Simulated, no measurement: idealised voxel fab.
The following process module bears the name voxel trench capacitor.
Cross-section cut: width 200 nm, square cells of 5 nm.
Each cross-section below is a grid of square cells, stated as bands in top-down order, with one or more rows of cells making up each band. Band entry format. Leading values: height of top, height of bottom, nm. Remainder: materials in left-to-right order, each with its width in nm. Special words: "edge to edge" on a single material, which then fills the band edge to edge; "empty", empty space. Counting heights begins at 0, where everything beneath is, in the wafer as received, one material. The lowest band has no bottom; it goes on downwards, as "z 0 and below" shows. So if you see something like "30..40" for the width, read it as the top row of the band sitting at the first number and the bottom row at the second, with every row in between moving by the same amount as the last. Step marked "all unchanged"? Then no cell in the cross-section changed in it. "Sealed void list" means: voids of 8 cells or more that are shut off from the top with no open way through. Written width x height at distance, distance from the left edge, in nm. Where a step's line continues beyond its settings, the continuation is a remark by the simulator itself on that step. A step line may carry the setting "overlay nm", which, for steps involving a mask, states the distance by which the mask lay to the right of its intended position; negative values denote displacement to the left.

So here's the lineup of process steps we planned:
step 1: RECEIVE,material Si
step 2: CONFORMAL_DEP,material SiN,thk nm 5
step 3: DIRECTIONAL_DEP,material aC,thk nm 10
step 4: PATTERN,tone open,mask id TRENCH,material resist,width nm 15,pitch nm 55,thk nm 30,overlay nm 0
step 5: DIRECTIONAL_ETCH,etch materials aC,depth nm 10
step 6: STRIP,etch materials resist
step 7: DIRECTIONAL_ETCH,etch materials SiN,depth nm 5
step 8: DIRECTIONAL_ETCH,etch materials Si,depth nm 35
step 9: STRIP,etch materials aC
step 10: CONFORMAL_DEP,material Al2O3,thk nm 5
step 11: FILL_DEP,material polySi,thk nm 5
step 12: CMP,height nm 5
Every wafer here starts from the same state; it is the step 4 width nm that distinguishes them, and the value the plan gives belongs to the first wafer.

Cross-section: the first of several wafers in its as-received state, i.e. following step 1:
- z 0 and below | Si edge to edge
- Sealed void list: none

End of the module, past its last step, step 12: how the first of several wafers looks in cross-section:
- z 5 to 0 | SiN 65 | Al2O3 5 | polySi 5 | Al2O3 5 | SiN 40 | Al2O3 5 | polySi 5 | Al2O3 5 | SiN 65
- z 0 to -30 | Si 65 | Al2O3 5 | polySi 5 | Al2O3 5 | Si 40 | Al2O3 5 | polySi 5 | Al2O3 5 | Si 65
- z -30 to -35 | Si 65 | Al2O3 15 | Si 40 | Al2O3 15 | Si 65
- z -35 and below | Si edge to edge
- Sealed void list: none

Final wafer of several, shown in cross-section at the end of the module:
- z 5 to 0 | SiN 55 | Al2O3 5 | polySi 30 | Al2O3 5 | SiN 15 | Al2O3 5 | polySi 30 | Al2O3 5 | SiN 50
- z 0 to -30 | Si 55 | Al2O3 5 | polySi 30 | Al2O3 5 | Si 15 | Al2O3 5 | polySi 30 | Al2O3 5 | Si 50
- z -30 to -35 | Si 55 | Al2O3 40 | Si 15 | Al2O3 40 | Si 50
- z -35 and below | Si edge to edge
- Sealed void list: none

Where each wafer stands at the end of the module, a row apiece: cells of each material gained (+) or lost (-) since it was received, then closed voids:
width nm 15; +34 Al2O3; -42 Si; +34 SiN; +14 polySi; Sealed void list: none
width nm 20; +36 Al2O3; -56 Si; +32 SiN; +28 polySi; Sealed void list: none
width nm 25; +38 Al2O3; -70 Si; +30 SiN; +42 polySi; Sealed void list: none
width nm 30; +40 Al2O3; -84 Si; +28 SiN; +56 polySi; Sealed void list: none
width nm 35; +42 Al2O3; -98 Si; +26 SiN; +70 polySi; Sealed void list: none
width nm 40; +44 Al2O3; -112 Si; +24 SiN; +84 polySi; Sealed void list: none
